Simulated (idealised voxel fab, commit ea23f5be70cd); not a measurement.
You're looking at the process module voxel transistor to metal.
180 nm wide, 5 nm square cells: that's cross-section cut.
Heads up, the way a cross-section reads in here is a grid of square cells, handed over as bands from the top down, with every band being one or more rows of cells. Top, bottom (nm), then materials left to right with widths (nm); lone material tagged "everywhere" fills the whole band edge to edge; "empty" = empty space. Height reference: 0 = level under which incoming wafer is all one material. Lowest band: no bottom, runs on downward, e.g. "0 nm and below". Think of "30->40" as a width that walks from the first number to the second as you go down the band, top row to bottom row, taking equal-sized steps from row to row. The cross-section has no changed cell in any step marked "remained the same". Each empty space that has no open way to the top and spans at least 8 cells appears under "Fully enclosed voids" as width x height at distance, the distance counted from the left edge, all in nm. Whatever follows a step's settings on its line is a remark the simulator itself makes about that step. overlay nm: how far to the right of its planned place the mask lay on this masked step (negative: to the left).

Intended process steps:
1. RECEIVE with material Si
2. CONFORMAL_DEP with material SiO2, thk nm 5
3. CONFORMAL_DEP with material SiN, thk nm 10
4. DIRECTIONAL_DEP with material aC, thk nm 10
5. PATTERN with tone cover, mask id ACTIVE, material resist, width nm 110, thk nm 30, overlay nm 0
6. DIRECTIONAL_ETCH with etch materials aC, depth nm 10
7. STRIP with etch materials resist
8. DIRECTIONAL_ETCH with etch materials SiN, depth nm 10
9. DIRECTIONAL_ETCH with etch materials SiO2, depth nm 5
10. DIRECTIONAL_ETCH with etch materials Si, depth nm 30
11. STRIP with etch materials aC
12. FILL_DEP with material SiO2, thk nm 10
13. CMP with height nm 15
14. SELECTIVE_ETCH with etch materials SiO2, depth nm 5
15. STRIP with etch materials SiN
16. SELECTIVE_ETCH with etch materials SiO2, depth nm 5
17. OXIDIZE with depth nm 5
18. DIRECTIONAL_DEP with material polySi, thk nm 25
19. DIRECTIONAL_DEP with material SiCN, thk nm 15
20. PATTERN with tone cover, mask id GATE, material resist, width nm 30, thk nm 20, overlay nm 0
21. DIRECTIONAL_ETCH with etch materials SiCN, depth nm 25
22. DIRECTIONAL_ETCH with etch materials polySi, depth nm 35
23. STRIP with etch materials resist
24. CONFORMAL_DEP with material SiN, thk nm 5
25. DIRECTIONAL_ETCH with etch materials SiN, depth nm 5
26. DIRECTIONAL_ETCH with etch materials SiO2, depth nm 5
27. DIRECTIONAL_ETCH with etch materials Si, depth nm 10
28. EPI with material SiGe, thk nm 10
29. FILL_DEP with material SiO2, thk nm 10
30. CMP with height nm 25
31. STRIP with etch materials polySi
32. SELECTIVE_ETCH with etch materials SiO2, depth nm 5
33. CONFORMAL_DEP with material HfO2, thk nm 5
34. CONFORMAL_DEP with material TiN, thk nm 5
35. FILL_DEP with material W, thk nm 10
36. CMP with height nm 20
37. DIRECTIONAL_DEP with material SiO2, thk nm 10
38. DIRECTIONAL_DEP with material aC, thk nm 10
39. PATTERN with tone open, mask id CONTACT, material resist, width nm 15, pitch nm 75, thk nm 25, overlay nm 0
40. DIRECTIONAL_ETCH with etch materials aC, depth nm 10
41. STRIP with etch materials resist
42. DIRECTIONAL_ETCH with etch materials SiO2, depth nm 35
43. STRIP with etch materials aC
44. CONFORMAL_DEP with material TiN, thk nm 5
45. FILL_DEP with material W, thk nm 5
46. CMP with height nm 30
47. DIRECTIONAL_DEP with material TiN, thk nm 5
48. DIRECTIONAL_DEP with material Ru, thk nm 20
49. DIRECTIONAL_DEP with material aC, thk nm 15
50. PATTERN with tone cover, mask id METAL_1, material resist, width nm 15, pitch nm 75, thk nm 35, overlay nm 0
51. DIRECTIONAL_ETCH with etch materials aC, depth nm 15
52. STRIP with etch materials resist
53. DIRECTIONAL_ETCH with etch materials Ru, depth nm 20
54. DIRECTIONAL_ETCH with etch materials TiN, depth nm 5
55. STRIP with etch materials aC
56. CONFORMAL_DEP with material SiN, thk nm 5
57. FILL_DEP with material lowk, thk nm 10
58. CMP with height nm 55
59. CONFORMAL_DEP with material SiCN, thk nm 5

As received, after step 1:
* 0 nm and below | Si everywhere
* Fully enclosed voids: none

Sectioned view, first of two wafers, at the close of the module, processed as intended in the plan:
* 60 nm to 55 nm | SiCN everywhere
* 55 nm to 35 nm | lowk 40  SiN 5  Ru 15  SiN 5  lowk 50  SiN 5  Ru 15  SiN 5  lowk 40
* 35 nm to 30 nm | SiN 45  TiN 15  SiN 60  TiN 15  SiN 45
* 30 nm to 20 nm | SiO2 45  TiN 5  W 5  TiN 5  SiO2 60  TiN 5  W 5  TiN 5  SiO2 45
* 20 nm to 5 nm | SiO2 45  TiN 5  W 5  TiN 5  SiO2 10  SiN 5  HfO2 5  TiN 5  W 10  TiN 5  HfO2 5  SiN 5  SiO2 10  TiN 5  W 5  TiN 5  SiO2 45
* 5 nm to 0 nm | SiO2 30  SiN 5  SiO2 10  TiN 5  W 5  TiN 5  SiGe 10  SiN 5  HfO2 5  TiN 20  HfO2 5  SiN 5  SiGe 10  TiN 5  W 5  TiN 5  SiO2 10  SiN 5  SiO2 30
* 0 nm to -5 nm | SiO2 45  TiN 15  SiGe 10  HfO2 40  SiGe 10  TiN 15  SiO2 45
* -5 nm to -15 nm | SiO2 35  SiGe 35  Si 40  SiGe 35  SiO2 35
* -15 nm to -30 nm | SiO2 35  Si 110  SiO2 35
* -30 nm and below | Si everywhere
* Fully enclosed voids: none

Cross-section at end of module for the second wafer of two, which matched the first in starting point and plan and differed by one mistake in its processing:
* 60 nm to 55 nm | SiCN everywhere
* 55 nm to 50 nm | lowk 40  SiN 25  lowk 50  SiN 25  lowk 40
* 50 nm to 35 nm | lowk 40  SiN 5  Ru 15  SiN 5  lowk 50  SiN 5  Ru 15  SiN 5  lowk 40
* 35 nm to 30 nm | SiN 45  TiN 15  SiN 60  TiN 15  SiN 45
* 30 nm to 20 nm | SiO2 45  TiN 5  W 5  TiN 5  SiO2 60  TiN 5  W 5  TiN 5  SiO2 45
* 20 nm to 5 nm | SiO2 45  TiN 5  W 5  TiN 5  SiO2 10  SiN 5  HfO2 5  TiN 5  W 10  TiN 5  HfO2 5  SiN 5  SiO2 10  TiN 5  W 5  TiN 5  SiO2 45
* 5 nm to 0 nm | SiO2 30  SiN 5  SiO2 10  TiN 5  W 5  TiN 5  SiGe 10  SiN 5  HfO2 5  TiN 20  HfO2 5  SiN 5  SiGe 10  TiN 5  W 5  TiN 5  SiO2 10  SiN 5  SiO2 30
* 0 nm to -5 nm | SiO2 45  TiN 15  SiGe 10  HfO2 40  SiGe 10  TiN 15  SiO2 45
* -5 nm to -15 nm | SiO2 35  SiGe 35  Si 40  SiGe 35  SiO2 35
* -15 nm to -30 nm | SiO2 35  Si 110  SiO2 35
* -30 nm and below | Si everywhere
* Fully enclosed voids: none
So what did we get wrong on this run? step 48 was processed under conditions differing from the plan, specifically as DIRECTIONAL_DEP with material Ru, thk nm 15
Wrapping up, a cell-based count of both wafers puts the second over or under the first for these materials: Ru: 6 fewer; SiN: 6 more
